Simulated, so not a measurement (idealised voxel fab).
Name of the process module below: voxel transistor to metal
It is cross-section cut that appears here, measuring 145 nm in width, its square cells being 5 nm in size.
Square cells in a grid make up a cross-section in this document, and the grid is given as bands, listed from the top down, each one or more rows of cells. Heads up on the band format: heights come first, top then bottom, in nm. After that it's the materials left to right, each with its width in nm. A single material flagged "everywhere" fills the whole band edge to edge, and "empty" means there's empty space there. Counting heights begins at 0, where everything beneath is, in the wafer as received, one material. The lowest band has no bottom; it goes on downwards, as "0 -> down" shows. Width: "30..40" (first number = top row, second number = bottom row, same change from row to row of cells). Where a step carries "no alterations made", the cross-section came out of it unchanged, cell for cell. In the "Closed internal cavities" entry, you get each enclosed empty space of 8 cells or more, one with no open way to the top, written width x height at distance, distance from the left edge, in nm. Heads up: the bit after the settings on a step's line is the simulator's remark on that step. Each step line may optionally specify "overlay nm", which for a step with a mask gives the rightward distance between the mask's planned place and where it lay, a negative value indicating the leftward direction. Read the rest as pairs. Take the cross-section before one process step, then the cross-section after it, which shows only down to the lowest band that changed. Under the pair, find the step between them and its settings. Bear in mind that pairs may come from different runs of this module on the same starting wafer: link a pair to the pair above it only where its entry headed "Prior to step" says to.
# Prior to step
15 -> 10 | empty: 25 / SiN: 95 / empty: 25
10 -> 0 | SiO2: 25 / SiN: 95 / SiO2: 25
0 -> -40 | SiO2: 30 / Si: 85 / SiO2: 30
-40 -> down | Si everywhere
Closed internal cavities: none
# Step Outcome
10 -> 0 | SiO2: 25 / empty: 95 / SiO2: 25
Anything lower than 0 is untouched.
Closed internal cavities: none
Between the cross-sections above, the step performed was STRIP | etch materials SiN
Prior to step: The cross-section prior to this step is the one presented after the step of the pair immediately above.
# Step Outcome
5 -> 0 | SiO2: 20 / empty: 105 / SiO2: 20
0 -> -5 | SiO2: 20 / empty: 10 / Si: 85 / empty: 10 / SiO2: 20
Anything lower than -5 is untouched.
Closed internal cavities: none
Between the cross-sections above, the step performed was SELECTIVE_ETCH | etch materials SiO2 | depth nm 5
Prior to step: The cross-section prior to this step is the one presented after the step of the pair immediately above.
# Step Outcome
5 -> 0 | SiO2: 20 / empty: 105 / SiO2: 20
0 -> -5 | SiO2: 20 / empty: 10 / SiO2: 85 / empty: 10 / SiO2: 20
-5 -> -10 | SiO2: 35 / Si: 75 / SiO2: 35
Anything lower than -10 is untouched.
Closed internal cavities: none
Between the cross-sections above, the step performed was OXIDIZE | depth nm 5
Prior to step: The cross-section prior to this step is the one presented after the step of the pair immediately above.
# Step Outcome
35 -> 30 | polySi: 20 / empty: 105 / polySi: 20
30 -> 25 | polySi: 20 / empty: 10 / polySi: 85 / empty: 10 / polySi: 20
25 -> 5 | polySi everywhere
5 -> 0 | SiO2: 20 / polySi: 105 / SiO2: 20
0 -> -5 | SiO2: 20 / polySi: 10 / SiO2: 85 / polySi: 10 / SiO2: 20
Anything lower than -5 is untouched.
Closed internal cavities: none
Between the cross-sections above, the step performed was DIRECTIONAL_DEP | material polySi | thk nm 30
Prior to step: The cross-section prior to this step is the one presented after the step of the pair immediately above.
# Step Outcome
45 -> 40 | SiCN: 20 / empty: 105 / SiCN: 20
40 -> 35 | SiCN: 20 / empty: 10 / SiCN: 85 / empty: 10 / SiCN: 20
35 -> 30 | polySi: 20 / SiCN: 105 / polySi: 20
30 -> 25 | polySi: 20 / SiCN: 10 / polySi: 85 / SiCN: 10 / polySi: 20
Anything lower than 25 is untouched.
Closed internal cavities: none
Between the cross-sections above, the step performed was DIRECTIONAL_DEP | material SiCN | thk nm 10
Prior to step: The cross-section prior to this step is the one presented after the step of the pair immediately above.
# Step Outcome
60 -> 55 | aC: 20 / empty: 105 / aC: 20
55 -> 50 | aC: 20 / empty: 10 / aC: 85 / empty: 10 / aC: 20
50 -> 45 | aC everywhere
45 -> 40 | SiCN: 20 / aC: 105 / SiCN: 20
40 -> 35 | SiCN: 20 / aC: 10 / SiCN: 85 / aC: 10 / SiCN: 20
Anything lower than 35 is untouched.
Closed internal cavities: none
Between the cross-sections above, the step performed was DIRECTIONAL_DEP | material aC | thk nm 15
Prior to step: The cross-section prior to this step is the one presented after the step of the pair immediately above.
# Step Outcome
95 -> 60 | empty: 60 / resist: 25 / empty: 60
60 -> 55 | aC: 20 / empty: 40 / resist: 25 / empty: 40 / aC: 20
Anything lower than 55 is untouched.
Closed internal cavities: none
Between the cross-sections above, the step performed was PATTERN | tone cover | mask id GATE | material resist | width nm 25 | thk nm 35 | overlay nm 0
Prior to step: The cross-section prior to this step is the one presented after the step of the pair immediately above.
# Step Outcome
80 -> 55 | empty: 60 / resist: 25 / empty: 60
55 -> 45 | empty: 60 / aC: 25 / empty: 60
45 -> 40 | SiCN: 20 / empty: 40 / aC: 25 / empty: 40 / SiCN: 20
40 -> 35 | SiCN: 20 / empty: 10 / SiCN: 85 / empty: 10 / SiCN: 20
Anything lower than 35 is untouched.
Closed internal cavities: none
Between the cross-sections above, the step performed was DIRECTIONAL_ETCH | etch materials aC | depth nm 15
Prior to step: The cross-section prior to this step is the one presented after the step of the pair immediately above.
# Step Outcome
55 -> 45 | empty: 60 / aC: 25 / empty: 60
Anything lower than 45 is untouched.
Closed internal cavities: none
Between the cross-sections above, the step performed was STRIP | etch materials resist
Prior to step: The cross-section prior to this step is the one presented after the step of the pair immediately above.
# Step Outcome
55 -> 40 | empty: 60 / aC: 25 / empty: 60
40 -> 35 | empty: 60 / SiCN: 25 / empty: 60
35 -> 30 | polySi: 20 / empty: 40 / SiCN: 25 / empty: 40 / polySi: 20
30 -> 25 | polySi: 20 / empty: 10 / polySi: 85 / empty: 10 / polySi: 20
Anything lower than 25 is untouched.
Closed internal cavities: none
Between the cross-sections above, the step performed was DIRECTIONAL_ETCH | etch materials SiCN | depth nm 20
Prior to step: The cross-section prior to this step is the one presented after the step of the pair immediately above.
# Step Outcome
55 -> 40 | empty: 60 / aC: 25 / empty: 60
40 -> 30 | empty: 60 / SiCN: 25 / empty: 60
30 -> 5 | empty: 60 / polySi: 25 / empty: 60
5 -> 0 | SiO2: 20 / empty: 40 / polySi: 25 / empty: 40 / SiO2: 20
0 -> -5 | SiO2: 20 / empty: 10 / SiO2: 85 / empty: 10 / SiO2: 20
Anything lower than -5 is untouched.
Closed internal cavities: none
Between the cross-sections above, the step performed was DIRECTIONAL_ETCH | etch materials polySi | depth nm 40
Prior to step: The cross-section prior to this step is the one presented after the step of the pair immediately above.
# Step Outcome
40 -> 30 | empty: 60 / SiCN: 25 / empty: 60
Anything lower than 30 is untouched.
Closed internal cavities: none
Between the cross-sections above, the step performed was STRIP | etch materials aC
Prior to step: The cross-section prior to this step is the one presented after the step of the pair immediately above.
# Step Outcome
45 -> 40 | empty: 55 / SiN: 35 / empty: 55
40 -> 30 | empty: 55 / SiN: 5 / SiCN: 25 / SiN: 5 / empty: 55
30 -> 10 | empty: 55 / SiN: 5 / polySi: 25 / SiN: 5 / empty: 55
10 -> 5 | SiN: 25 / empty: 30 / SiN: 5 / polySi: 25 / SiN: 5 / empty: 30 / SiN: 25
5 -> 0 | SiO2: 20 / SiN: 40 / polySi: 25 / SiN: 40 / SiO2: 20
0 -> -5 | SiO2: 20 / SiN: 10 / SiO2: 85 / SiN: 10 / SiO2: 20
Anything lower than -5 is untouched.
Closed internal cavities: none
Between the cross-sections above, the step performed was CONFORMAL_DEP | material SiN | thk nm 5
Prior to step: The cross-section prior to this step is the one presented after the step of the pair immediately above.
# Step Outcome
40 -> 30 | empty: 55 / SiN: 5 / SiCN: 25 / SiN: 5 / empty: 55
30 -> 5 | empty: 55 / SiN: 5 / polySi: 25 / SiN: 5 / empty: 55
5 -> 0 | SiO2: 20 / SiN: 5 / empty: 30 / SiN: 5 / polySi: 25 / SiN: 5 / empty: 30 / SiN: 5 / SiO2: 20
Anything lower than 0 is untouched.
Closed internal cavities: none
Between the cross-sections above, the step performed was DIRECTIONAL_ETCH | etch materials SiN | depth nm 5
Prior to step: The cross-section prior to this step is the one presented after the step of the pair immediately above.
# Step Outcome
40 -> 30 | empty: 55 / SiN: 5 / SiCN: 25 / SiN: 5 / empty: 55
30 -> 5 | empty: 55 / SiN: 5 / polySi: 25 / SiN: 5 / empty: 55
5 -> 0 | empty: 20 / SiN: 5 / empty: 30 / SiN: 5 / polySi: 25 / SiN: 5 / empty: 30 / SiN: 5 / empty: 20
0 -> -5 | SiO2: 20 / SiN: 10 / empty: 25 / SiO2: 35 / empty: 25 / SiN: 10 / SiO2: 20
Anything lower than -5 is untouched.
Closed internal cavities: none
Between the cross-sections above, the step performed was DIRECTIONAL_ETCH | etch materials SiO2 | depth nm 5
Prior to step: The cross-section prior to this step is the one presented after the step of the pair immediately above.
# Step Outcome
40 -> 30 | empty: 55 / SiN: 5 / SiCN: 25 / SiN: 5 / empty: 55
30 -> 5 | empty: 55 / SiN: 5 / polySi: 25 / SiN: 5 / empty: 55
5 -> 0 | empty: 20 / SiN: 5 / empty: 30 / SiN: 5 / polySi: 25 / SiN: 5 / empty: 30 / SiN: 5 / empty: 20
0 -> -5 | SiO2: 20 / SiN: 10 / empty: 25 / SiO2: 35 / empty: 25 / SiN: 10 / SiO2: 20
-5 -> -10 | SiO2: 35 / empty: 20 / Si: 35 / empty: 20 / SiO2: 35
-10 -> -20 | SiO2: 30 / Si: 5 / empty: 20 / Si: 35 / empty: 20 / Si: 5 / SiO2: 30
Anything lower than -20 is untouched.
Closed internal cavities: none
Between the cross-sections above, the step performed was DIRECTIONAL_ETCH | etch materials Si | depth nm 15
Prior to step: The cross-section prior to this step is the one presented after the step of the pair immediately above.
# Step Outcome
40 -> 30 | empty: 55 / SiN: 5 / SiCN: 25 / SiN: 5 / empty: 55
30 -> 15 | empty: 55 / SiN: 5 / polySi: 25 / SiN: 5 / empty: 55
15 -> 5 | empty: 35..20 / SiGe: 20..35 / SiN: 5 / polySi: 25 / SiN: 5 / SiGe: 20..35 / empty: 35..20
5 -> 0 | empty: 20 / SiN: 5 / SiGe: 30 / SiN: 5 / polySi: 25 / SiN: 5 / SiGe: 30 / SiN: 5 / empty: 20
0 -> -5 | SiO2: 20 / SiN: 10 / SiGe: 25 / SiO2: 35 / SiGe: 25 / SiN: 10 / SiO2: 20
-5 -> -10 | SiO2: 35 / SiGe: 20 / Si: 35 / SiGe: 20 / SiO2: 35
-10 -> -20 | SiO2: 30 / Si: 5 / SiGe: 20 / Si: 35 / SiGe: 20 / Si: 5 / SiO2: 30
Anything lower than -20 is untouched.
Closed internal cavities: none
Between the cross-sections above, the step performed was EPI | material SiGe | thk nm 20
Prior to step: The cross-section prior to this step is the one presented after the step of the pair immediately above.
# Step Outcome
45 -> 40 | SiO2 everywhere
40 -> 30 | SiO2: 55 / SiN: 5 / SiCN: 25 / SiN: 5 / SiO2: 55
30 -> 15 | SiO2: 55 / SiN: 5 / polySi: 25 / SiN: 5 / SiO2: 55
15 -> 5 | SiO2: 35..20 / SiGe: 20..35 / SiN: 5 / polySi: 25 / SiN: 5 / SiGe: 20..35 / SiO2: 35..20
5 -> 0 | SiO2: 20 / SiN: 5 / SiGe: 30 / SiN: 5 / polySi: 25 / SiN: 5 / SiGe: 30 / SiN: 5 / SiO2: 20
Anything lower than 0 is untouched.
Closed internal cavities: none
Between the cross-sections above, the step performed was FILL_DEP | material SiO2 | thk nm 5
Prior to step: The cross-section prior to this step is the one presented after the step of the pair immediately above.
# Step Outcome
30 -> 15 | SiO2: 55 / SiN: 5 / polySi: 25 / SiN: 5 / SiO2: 55
Anything lower than 15 is untouched.
Closed internal cavities: none
Between the cross-sections above, the step performed was CMP | height nm 30
Prior to step: The cross-section prior to this step is the one presented after the step of the pair immediately above.
# Step Outcome
30 -> 15 | SiO2: 55 / SiN: 5 / empty: 25 / SiN: 5 / SiO2: 55
15 -> 5 | SiO2: 35..20 / SiGe: 20..35 / SiN: 5 / empty: 25 / SiN: 5 / SiGe: 20..35 / SiO2: 35..20
5 -> 0 | SiO2: 20 / SiN: 5 / SiGe: 30 / SiN: 5 / empty: 25 / SiN: 5 / SiGe: 30 / SiN: 5 / SiO2: 20
Anything lower than 0 is untouched.
Closed internal cavities: none
Between the cross-sections above, the step performed was STRIP | etch materials polySi
Prior to step: The cross-section prior to this step is the one presented after the step of the pair immediately above.
# Step Outcome
30 -> 25 | empty: 55 / SiN: 5 / empty: 25 / SiN: 5 / empty: 55
25 -> 15 | SiO2: 55 / SiN: 5 / empty: 25 / SiN: 5 / SiO2: 55
15 -> 5 | SiO2: 35..20 / SiGe: 20..35 / SiN: 5 / empty: 25 / SiN: 5 / SiGe: 20..35 / SiO2: 35..20
5 -> 0 | SiO2: 20 / SiN: 5 / SiGe: 30 / SiN: 5 / empty: 25 / SiN: 5 / SiGe: 30 / SiN: 5 / SiO2: 20
0 -> -5 | SiO2: 20 / SiN: 10 / SiGe: 25 / empty: 35 / SiGe: 25 / SiN: 10 / SiO2: 20
Anything lower than -5 is untouched.
Closed internal cavities: none
Between the cross-sections above, the step performed was SELECTIVE_ETCH | etch materials SiO2 | depth nm 5
Prior to step: The cross-section prior to this step is the one presented after the step of the pair immediately above.
# Step Outcome
35 -> 30 | empty: 50 / HfO2: 15 / empty: 15 / HfO2: 15 / empty: 50
30 -> 25 | HfO2: 55 / SiN: 5 / HfO2: 5 / empty: 15 / HfO2: 5 / SiN: 5 / HfO2: 55
25 -> 15 | SiO2: 55 / SiN: 5 / HfO2: 5 / empty: 15 / HfO2: 5 / SiN: 5 / SiO2: 55
15 -> 5 | SiO2: 35..20 / SiGe: 20..35 / SiN: 5 / HfO2: 5 / empty: 15 / HfO2: 5 / SiN: 5 / SiGe: 20..35 / SiO2: 35..20
5 -> 0 | SiO2: 20 / SiN: 5 / SiGe: 30 / SiN: 5 / HfO2: 5 / empty: 15 / HfO2: 5 / SiN: 5 / SiGe: 30 / SiN: 5 / SiO2: 20
0 -> -5 | SiO2: 20 / SiN: 10 / SiGe: 25 / HfO2: 35 / SiGe: 25 / SiN: 10 / SiO2: 20
Anything lower than -5 is untouched.
Closed internal cavities: none
Between the cross-sections above, the step performed was CONFORMAL_DEP | material HfO2 | thk nm 5
Prior to step: The cross-section prior to this step is the one presented after the step of the pair immediately above.
# Step Outcome
40 -> 35 | empty: 45 / TiN: 25 / empty: 5 / TiN: 25 / empty: 45
35 -> 30 | TiN: 50 / HfO2: 15 / TiN: 5 / empty: 5 / TiN: 5 / HfO2: 15 / TiN: 50
30 -> 25 | HfO2: 55 / SiN: 5 / HfO2: 5 / TiN: 5 / empty: 5 / TiN: 5 / HfO2: 5 / SiN: 5 / HfO2: 55
25 -> 15 | SiO2: 55 / SiN: 5 / HfO2: 5 / TiN: 5 / empty: 5 / TiN: 5 / HfO2: 5 / SiN: 5 / SiO2: 55
15 -> 5 | SiO2: 35..20 / SiGe: 20..35 / SiN: 5 / HfO2: 5 / TiN: 5 / empty: 5 / TiN: 5 / HfO2: 5 / SiN: 5 / SiGe: 20..35 / SiO2: 35..20
5 -> 0 | SiO2: 20 / SiN: 5 / SiGe: 30 / SiN: 5 / HfO2: 5 / TiN: 15 / HfO2: 5 / SiN: 5 / SiGe: 30 / SiN: 5 / SiO2: 20
Anything lower than 0 is untouched.
Closed internal cavities: none
Between the cross-sections above, the step performed was CONFORMAL_DEP | material TiN | thk nm 5
Prior to step: The cross-section prior to this step is the one presented after the step of the pair immediately above.
# Step Outcome
50 -> 40 | W everywhere
40 -> 35 | W: 45 / TiN: 25 / W: 5 / TiN: 25 / W: 45
35 -> 30 | TiN: 50 / HfO2: 15 / TiN: 5 / W: 5 / TiN: 5 / HfO2: 15 / TiN: 50
30 -> 25 | HfO2: 55 / SiN: 5 / HfO2: 5 / TiN: 5 / W: 5 / TiN: 5 / HfO2: 5 / SiN: 5 / HfO2: 55
25 -> 15 | SiO2: 55 / SiN: 5 / HfO2: 5 / TiN: 5 / W: 5 / TiN: 5 / HfO2: 5 / SiN: 5 / SiO2: 55
15 -> 5 | SiO2: 35..20 / SiGe: 20..35 / SiN: 5 / HfO2: 5 / TiN: 5 / W: 5 / TiN: 5 / HfO2: 5 / SiN: 5 / SiGe: 20..35 / SiO2: 35..20
Anything lower than 5 is untouched.
Closed internal cavities: none
Between the cross-sections above, the step performed was FILL_DEP | material W | thk nm 10
Prior to step: The cross-section prior to this step is the one presented after the step of the pair immediately above.
# Step Outcome
25 -> 15 | SiO2: 55 / SiN: 5 / HfO2: 5 / TiN: 5 / W: 5 / TiN: 5 / HfO2: 5 / SiN: 5 / SiO2: 55
Anything lower than 15 is untouched.
Closed internal cavities: none
Between the cross-sections above, the step performed was CMP | height nm 25
Prior to step: The cross-section prior to this step is the one presented after the step of the pair immediately above.
# Step Outcome
35 -> 25 | SiO2 everywhere
Anything lower than 25 is untouched.
Closed internal cavities: none
Between the cross-sections above, the step performed was DIRECTIONAL_DEP | material SiO2 | thk nm 10
Prior to step: The cross-section prior to this step is the one presented after the step of the pair immediately above.
# Step Outcome
35 -> 25 | SiO2: 30 / empty: 15 / SiO2: 55 / empty: 15 / SiO2: 30
25 -> 15 | SiO2: 30 / empty: 15 / SiO2: 10 / SiN: 5 / HfO2: 5 / TiN: 5 / W: 5 / TiN: 5 / HfO2: 5 / SiN: 5 / SiO2: 10 / empty: 15 / SiO2: 30
15 -> 10 | SiO2: 30 / empty: 5 / SiGe: 20 / SiN: 5 / HfO2: 5 / TiN: 5 / W: 5 / TiN: 5 / HfO2: 5 / SiN: 5 / SiGe: 20 / empty: 5 / SiO2: 30
Anything lower than 10 is untouched.
Closed internal cavities: none
Between the cross-sections above, the step performed was MASKED_ETCH | tone open | mask id CONTACT | width nm 15 | pitch nm 70 | etch materials SiO2 | depth nm 35 | overlay nm 0
Prior to step: The cross-section prior to this step is the one presented after the step of the pair immediately above.
# Step Outcome
40 -> 35 | TiN: 35 / empty: 5 / TiN: 65 / empty: 5 / TiN: 35
35 -> 25 | SiO2: 30 / TiN: 5 / empty: 5 / TiN: 5 / SiO2: 55 / TiN: 5 / empty: 5 / TiN: 5 / SiO2: 30
25 -> 20 | SiO2: 30 / TiN: 5 / empty: 5 / TiN: 5 / SiO2: 10 / SiN: 5 / HfO2: 5 / TiN: 5 / W: 5 / TiN: 5 / HfO2: 5 / SiN: 5 / SiO2: 10 / TiN: 5 / empty: 5 / TiN: 5 / SiO2: 30
20 -> 15 | SiO2: 30 / TiN: 15 / SiO2: 10 / SiN: 5 / HfO2: 5 / TiN: 5 / W: 5 / TiN: 5 / HfO2: 5 / SiN: 5 / SiO2: 10 / TiN: 15 / SiO2: 30
15 -> 10 | SiO2: 30 / TiN: 5 / SiGe: 20 / SiN: 5 / HfO2: 5 / TiN: 5 / W: 5 / TiN: 5 / HfO2: 5 / SiN: 5 / SiGe: 20 / TiN: 5 / SiO2: 30
Anything lower than 10 is untouched.
Closed internal cavities: none
Between the cross-sections above, the step performed was CONFORMAL_DEP | material TiN | thk nm 5
Prior to step: The cross-section prior to this step is the one presented after the step of the pair immediately above.
# Step Outcome
50 -> 40 | Ru everywhere
40 -> 35 | TiN: 35 / Ru: 5 / TiN: 65 / Ru: 5 / TiN: 35
35 -> 25 | SiO2: 30 / TiN: 5 / Ru: 5 / TiN: 5 / SiO2: 55 / TiN: 5 / Ru: 5 / TiN: 5 / SiO2: 30
25 -> 20 | SiO2: 30 / TiN: 5 / Ru: 5 / TiN: 5 / SiO2: 10 / SiN: 5 / HfO2: 5 / TiN: 5 / W: 5 / TiN: 5 / HfO2: 5 / SiN: 5 / SiO2: 10 / TiN: 5 / Ru: 5 / TiN: 5 / SiO2: 30
Anything lower than 20 is untouched.
Closed internal cavities: none
Between the cross-sections above, the step performed was FILL_DEP | material Ru | thk nm 10
Prior to step: The cross-section prior to this step is the one presented after the step of the pair immediately above.
# Step Outcome
35 -> 25 | SiO2: 30 / TiN: 5 / Ru: 5 / TiN: 5 / SiO2: 55 / TiN: 5 / Ru: 5 / TiN: 5 / SiO2: 30
Anything lower than 25 is untouched.
Closed internal cavities: none
Between the cross-sections above, the step performed was CMP | height nm 35
Prior to step: The cross-section prior to this step is the one presented after the step of the pair immediately above.
# Step Outcome
40 -> 35 | SiCN everywhere
Anything lower than 35 is untouched.
Closed internal cavities: none
Between the cross-sections above, the step performed was CONFORMAL_DEP | material SiCN | thk nm 5
Prior to step: The cross-section prior to this step is the one presented after the step of the pair immediately above.
# Step Outcome
60 -> 40 | SiO2 everywhere
Anything lower than 40 is untouched.
Closed internal cavities: none
Between the cross-sections above, the step performed was DIRECTIONAL_DEP | material SiO2 | thk nm 20
Prior to step: The cross-section prior to this step is the one presented after the step of the pair immediately above.
# Step Outcome
60 -> 40 | SiO2: 30 / empty: 15 / SiO2: 55 / empty: 15 / SiO2: 30
Anything lower than 40 is untouched.
Closed internal cavities: none
Between the cross-sections above, the step performed was MASKED_ETCH | tone open | mask id METAL_1 | width nm 15 | pitch nm 70 | etch materials SiO2 | depth nm 20 | overlay nm 0
Prior to step: The cross-section prior to this step is the one presented after the step of the pair immediately above.
# Step Outcome
60 -> 40 | SiO2: 30 / empty: 15 / SiO2: 55 / empty: 15 / SiO2: 30
40 -> 35 | SiCN: 30 / empty: 15 / SiCN: 55 / empty: 15 / SiCN: 30
Anything lower than 35 is untouched.
Closed internal cavities: none
Between the cross-sections above, the step performed was MASKED_ETCH | tone open | mask id METAL_1 | width nm 15 | pitch nm 70 | etch materials SiCN | depth nm 5 | overlay nm 0
Prior to step: The cross-section prior to this step is the one presented after the step of the pair immediately above.
# Step Outcome
65 -> 60 | TiN: 35 / empty: 5 / TiN: 65 / empty: 5 / TiN: 35
60 -> 40 | SiO2: 30 / TiN: 5 / empty: 5 / TiN: 5 / SiO2: 55 / TiN: 5 / empty: 5 / TiN: 5 / SiO2: 30
40 -> 35 | SiCN: 30 / TiN: 15 / SiCN: 55 / TiN: 15 / SiCN: 30
Anything lower than 35 is untouched.
Closed internal cavities: none
Between the cross-sections above, the step performed was CONFORMAL_DEP | material TiN | thk nm 5
Prior to step: The cross-section prior to this step is the one presented after the step of the pair immediately above.
# Step Outcome
70 -> 65 | W everywhere
65 -> 60 | TiN: 35 / W: 5 / TiN: 65 / W: 5 / TiN: 35
60 -> 40 | SiO2: 30 / TiN: 5 / W: 5 / TiN: 5 / SiO2: 55 / TiN: 5 / W: 5 / TiN: 5 / SiO2: 30
Anything lower than 40 is untouched.
Closed internal cavities: none
Between the cross-sections above, the step performed was FILL_DEP | material W | thk nm 5
Prior to step: The cross-section prior to this step is the one presented after the step of the pair immediately above.
# Step Outcome
60 -> 40 | SiO2: 30 / TiN: 5 / W: 5 / TiN: 5 / SiO2: 55 / TiN: 5 / W: 5 / TiN: 5 / SiO2: 30
Anything lower than 40 is untouched.
Closed internal cavities: none
Between the cross-sections above, the step performed was CMP | height nm 60
Prior to step: The cross-section prior to this step is the one presented after the step of the pair immediately above.
# Step Outcome
65 -> 60 | empty: 25 / Ru: 25 / empty: 45 / Ru: 25 / empty: 25
Anything lower than 60 is untouched.
Closed internal cavities: none
Between the cross-sections above, the step performed was EPI | material Ru | thk nm 5
Prior to step: The cross-section prior to this step is the one presented after the step of the pair immediately above.
# Step Outcome
70 -> 65 | SiCN everywhere
65 -> 60 | SiCN: 25 / Ru: 25 / SiCN: 45 / Ru: 25 / SiCN: 25
Anything lower than 60 is untouched.
Closed internal cavities: none
Between the cross-sections above, the step performed was FILL_DEP | material SiCN | thk nm 5
# Prior to step
40 -> 30 | empty: 55 / SiN: 5 / SiCN: 25 / SiN: 5 / empty: 55
30 -> 15 | empty: 55 / SiN: 5 / polySi: 25 / SiN: 5 / empty: 55
15 -> 5 | empty: 35 / SiGe: 20 / SiN: 5 / polySi: 25 / SiN: 5 / SiGe: 20 / empty: 35
5 -> 0 | empty: 20 / SiN: 5 / empty: 10 / SiGe: 20 / SiN: 5 / polySi: 25 / SiN: 5 / SiGe: 20 / empty: 10 / SiN: 5 / empty: 20
0 -> -5 | SiO2: 25 / SiGe: 30 / SiO2: 35 / SiGe: 30 / SiO2: 25
-5 -> -20 | SiO2: 30 / SiGe: 25 / Si: 35 / SiGe: 25 / SiO2: 30
-20 -> -40 | SiO2: 30 / Si: 85 / SiO2: 30
-40 -> down | Si everywhere
Closed internal cavities: none
# Step Outcome
40 -> 35 | empty: 55 / SiN: 5 / SiCN: 25 / SiN: 5 / empty: 55
35 -> 30 | empty: 15 / SiGe: 40 / SiN: 5 / SiCN: 25 / SiN: 5 / SiGe: 40 / empty: 15
30 -> 20 | empty: 15 / SiGe: 40 / SiN: 5 / polySi: 25 / SiN: 5 / SiGe: 40 / empty: 15
20 -> 5 | empty: 10 / SiGe: 45 / SiN: 5 / polySi: 25 / SiN: 5 / SiGe: 45 / empty: 10
5 -> 0 | empty: 10 / SiGe: 10 / SiN: 5 / SiGe: 30 / SiN: 5 / polySi: 25 / SiN: 5 / SiGe: 30 / SiN: 5 / SiGe: 10 / empty: 10
Anything lower than 0 is untouched.
Closed internal cavities: none
Between the cross-sections above, the step performed was EPI | material SiGe | thk nm 20
Prior to step: The cross-section prior to this step is the one presented after the step of the pair immediately above.
# Step Outcome
45 -> 40 | SiO2 everywhere
40 -> 35 | SiO2: 55 / SiN: 5 / SiCN: 25 / SiN: 5 / SiO2: 55
35 -> 30 | SiO2: 15 / SiGe: 40 / SiN: 5 / SiCN: 25 / SiN: 5 / SiGe: 40 / SiO2: 15
30 -> 20 | SiO2: 15 / SiGe: 40 / SiN: 5 / polySi: 25 / SiN: 5 / SiGe: 40 / SiO2: 15
20 -> 5 | SiO2: 10 / SiGe: 45 / SiN: 5 / polySi: 25 / SiN: 5 / SiGe: 45 / SiO2: 10
5 -> 0 | SiO2: 10 / SiGe: 10 / SiN: 5 / SiGe: 30 / SiN: 5 / polySi: 25 / SiN: 5 / SiGe: 30 / SiN: 5 / SiGe: 10 / SiO2: 10
Anything lower than 0 is untouched.
Closed internal cavities: none
Between the cross-sections above, the step performed was FILL_DEP | material SiO2 | thk nm 5
Prior to step: The cross-section prior to this step is the one presented after the step of the pair immediately above.
# Step Outcome
30 -> 20 | SiO2: 15 / SiGe: 40 / SiN: 5 / polySi: 25 / SiN: 5 / SiGe: 40 / SiO2: 15
Anything lower than 20 is untouched.
Closed internal cavities: none
Between the cross-sections above, the step performed was CMP | height nm 30
Prior to step: The cross-section prior to this step is the one presented after the step of the pair immediately above.
# Step Outcome
30 -> 20 | SiO2: 15 / SiGe: 40 / SiN: 5 / empty: 25 / SiN: 5 / SiGe: 40 / SiO2: 15
20 -> 5 | SiO2: 10 / SiGe: 45 / SiN: 5 / empty: 25 / SiN: 5 / SiGe: 45 / SiO2: 10
5 -> 0 | SiO2: 10 / SiGe: 10 / SiN: 5 / SiGe: 30 / SiN: 5 / empty: 25 / SiN: 5 / SiGe: 30 / SiN: 5 / SiGe: 10 / SiO2: 10
Anything lower than 0 is untouched.
Closed internal cavities: none
Between the cross-sections above, the step performed was STRIP | etch materials polySi
Prior to step: The cross-section prior to this step is the one presented after the step of the pair immediately above.
# Step Outcome
30 -> 25 | empty: 15 / SiGe: 40 / SiN: 5 / empty: 25 / SiN: 5 / SiGe: 40 / empty: 15
25 -> 20 | SiO2: 15 / SiGe: 40 / SiN: 5 / empty: 25 / SiN: 5 / SiGe: 40 / SiO2: 15
20 -> 5 | SiO2: 10 / SiGe: 45 / SiN: 5 / empty: 25 / SiN: 5 / SiGe: 45 / SiO2: 10
5 -> 0 | SiO2: 10 / SiGe: 10 / SiN: 5 / SiGe: 30 / SiN: 5 / empty: 25 / SiN: 5 / SiGe: 30 / SiN: 5 / SiGe: 10 / SiO2: 10
0 -> -5 | SiO2: 25 / SiGe: 30 / empty: 35 / SiGe: 30 / SiO2: 25
Anything lower than -5 is untouched.
Closed internal cavities: none
Between the cross-sections above, the step performed was SELECTIVE_ETCH | etch materials SiO2 | depth nm 5
Prior to step: The cross-section prior to this step is the one presented after the step of the pair immediately above.
# Step Outcome
35 -> 30 | empty: 10 / HfO2: 55 / empty: 15 / HfO2: 55 / empty: 10
30 -> 25 | HfO2: 15 / SiGe: 40 / SiN: 5 / HfO2: 5 / empty: 15 / HfO2: 5 / SiN: 5 / SiGe: 40 / HfO2: 15
25 -> 20 | SiO2: 15 / SiGe: 40 / SiN: 5 / HfO2: 5 / empty: 15 / HfO2: 5 / SiN: 5 / SiGe: 40 / SiO2: 15
20 -> 5 | SiO2: 10 / SiGe: 45 / SiN: 5 / HfO2: 5 / empty: 15 / HfO2: 5 / SiN: 5 / SiGe: 45 / SiO2: 10
5 -> 0 | SiO2: 10 / SiGe: 10 / SiN: 5 / SiGe: 30 / SiN: 5 / HfO2: 5 / empty: 15 / HfO2: 5 / SiN: 5 / SiGe: 30 / SiN: 5 / SiGe: 10 / SiO2: 10
0 -> -5 | SiO2: 25 / SiGe: 30 / HfO2: 35 / SiGe: 30 / SiO2: 25
Anything lower than -5 is untouched.
Closed internal cavities: none
Between the cross-sections above, the step performed was CONFORMAL_DEP | material HfO2 | thk nm 5
Prior to step: The cross-section prior to this step is the one presented after the step of the pair immediately above.
# Step Outcome
40 -> 35 | empty: 5 / TiN: 65 / empty: 5 / TiN: 65 / empty: 5
35 -> 30 | TiN: 10 / HfO2: 55 / TiN: 5 / empty: 5 / TiN: 5 / HfO2: 55 / TiN: 10
30 -> 25 | HfO2: 15 / SiGe: 40 / SiN: 5 / HfO2: 5 / TiN: 5 / empty: 5 / TiN: 5 / HfO2: 5 / SiN: 5 / SiGe: 40 / HfO2: 15
25 -> 20 | SiO2: 15 / SiGe: 40 / SiN: 5 / HfO2: 5 / TiN: 5 / empty: 5 / TiN: 5 / HfO2: 5 / SiN: 5 / SiGe: 40 / SiO2: 15
20 -> 5 | SiO2: 10 / SiGe: 45 / SiN: 5 / HfO2: 5 / TiN: 5 / empty: 5 / TiN: 5 / HfO2: 5 / SiN: 5 / SiGe: 45 / SiO2: 10
5 -> 0 | SiO2: 10 / SiGe: 10 / SiN: 5 / SiGe: 30 / SiN: 5 / HfO2: 5 / TiN: 15 / HfO2: 5 / SiN: 5 / SiGe: 30 / SiN: 5 / SiGe: 10 / SiO2: 10
Anything lower than 0 is untouched.
Closed internal cavities: none
Between the cross-sections above, the step performed was CONFORMAL_DEP | material TiN | thk nm 5
